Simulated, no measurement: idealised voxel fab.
Process module name: voxel self aligned vias
Xsec cut, 225 nm wide, square cell size 5 nm.
Notation: cross-section as square-cell grid; stated in bands, top first, going down; one or more cell rows per band. Heads up on the band format: heights come first, top then bottom, in nm. After that it's the materials left to right, each with its width in nm. A single material flagged "full width" fills the whole band edge to edge, and "air" means there's empty space there. The reference from which all heights are counted is 0, the level beneath which the as-received wafer is entirely one material; the lowest band, having no lower bound, proceeds downward and is written after the example "from 0 down". Think of "30->40" as a width that walks from the first number to the second as you go down the band, top row to bottom row, taking equal-sized steps from row to row. Where a step carries "no alteration", the cross-section came out of it unchanged, cell for cell. Closed-off voids of 8+ cells (no open route to the top) go in "Enclosed void entries", written width x height at distance from the left edge, in nm. Where a step's line continues beyond its settings, the continuation is a remark by the simulator itself on that step. overlay nm, on a step with a mask: how far to the right of its planned place the mask lay; to the left if negative.
[The following list gives the planned process steps]
1. RECEIVE (material Si)
2. CONFORMAL_DEP (material SiO2; thk nm 15)
3. CONFORMAL_DEP (material SiCN; thk nm 5)
4. DIRECTIONAL_DEP (material SiO2; thk nm 20)
5. PATTERN (tone open; mask id LINES; material resist; width nm 20; pitch nm 50; thk nm 20; overlay nm 0)
6. DIRECTIONAL_ETCH (etch materials SiO2; depth nm 20)
7. STRIP (etch materials resist)
8. CONFORMAL_DEP (material TiN; thk nm 5)
9. FILL_DEP (material Ru; thk nm 5)
10. CMP (height nm 40)
11. SELECTIVE_ETCH (etch materials W Ru TiN; depth nm 5)
12. FILL_DEP (material SiN; thk nm 5)
13. CMP (height nm 40)
14. DIRECTIONAL_DEP (material SiO2; thk nm 15)
15. DIRECTIONAL_DEP (material aC; thk nm 10)
16. PATTERN (tone open; mask id VIAS; material resist; width nm 30; pitch nm 50; thk nm 25; overlay nm 0)
17. DIRECTIONAL_ETCH (etch materials aC; depth nm 10)
18. STRIP (etch materials resist)
19. DIRECTIONAL_ETCH (etch materials SiO2; depth nm 15)
20. DIRECTIONAL_ETCH (etch materials SiN; depth nm 5)
21. STRIP (etch materials aC)
22. CONFORMAL_DEP (material TiN; thk nm 5)
23. FILL_DEP (material Ru; thk nm 5)
24. CMP (height nm 55)
25. CONFORMAL_DEP (material SiN; thk nm 5)
[Delivered wafer in cross-section: state after step 1]
> from 0 down  Si full width
> Enclosed void entries: none
[Result of the module, cross-sectioned: start per above, plan per above, one error in how it was run]
> from 65 to 60  SiN full width
> from 60 to 55  TiN 50 nm | Ru 20 nm | TiN 30 nm | Ru 20 nm | TiN 30 nm | Ru 20 nm | TiN 55 nm
> from 55 to 45  SiO2 45 nm | TiN 5 nm | Ru 20 nm | TiN 5 nm | SiO2 20 nm | TiN 5 nm | Ru 20 nm | TiN 5 nm | SiO2 20 nm | TiN 5 nm | Ru 20 nm | TiN 5 nm | SiO2 50 nm
> from 45 to 40  SiO2 45 nm | TiN 10 nm | Ru 10 nm | TiN 10 nm | SiO2 20 nm | TiN 10 nm | Ru 10 nm | TiN 10 nm | SiO2 20 nm | TiN 10 nm | Ru 10 nm | TiN 10 nm | SiO2 50 nm
> from 40 to 35  SiO2 50 nm | TiN 20 nm | SiO2 30 nm | TiN 20 nm | SiO2 30 nm | TiN 20 nm | SiO2 55 nm
> from 35 to 25  SiO2 50 nm | TiN 5 nm | Ru 10 nm | TiN 5 nm | SiO2 30 nm | TiN 5 nm | Ru 10 nm | TiN 5 nm | SiO2 30 nm | TiN 5 nm | Ru 10 nm | TiN 5 nm | SiO2 55 nm
> from 25 to 20  SiO2 50 nm | TiN 20 nm | SiO2 30 nm | TiN 20 nm | SiO2 30 nm | TiN 20 nm | SiO2 55 nm
> from 20 to 15  SiCN full width
> from 15 to 0  SiO2 full width
> from 0 down  Si full width
> Enclosed void entries: none
Here's what went sideways: note that step 24 departed from the planned setting and was carried out as CMP (height nm 60)
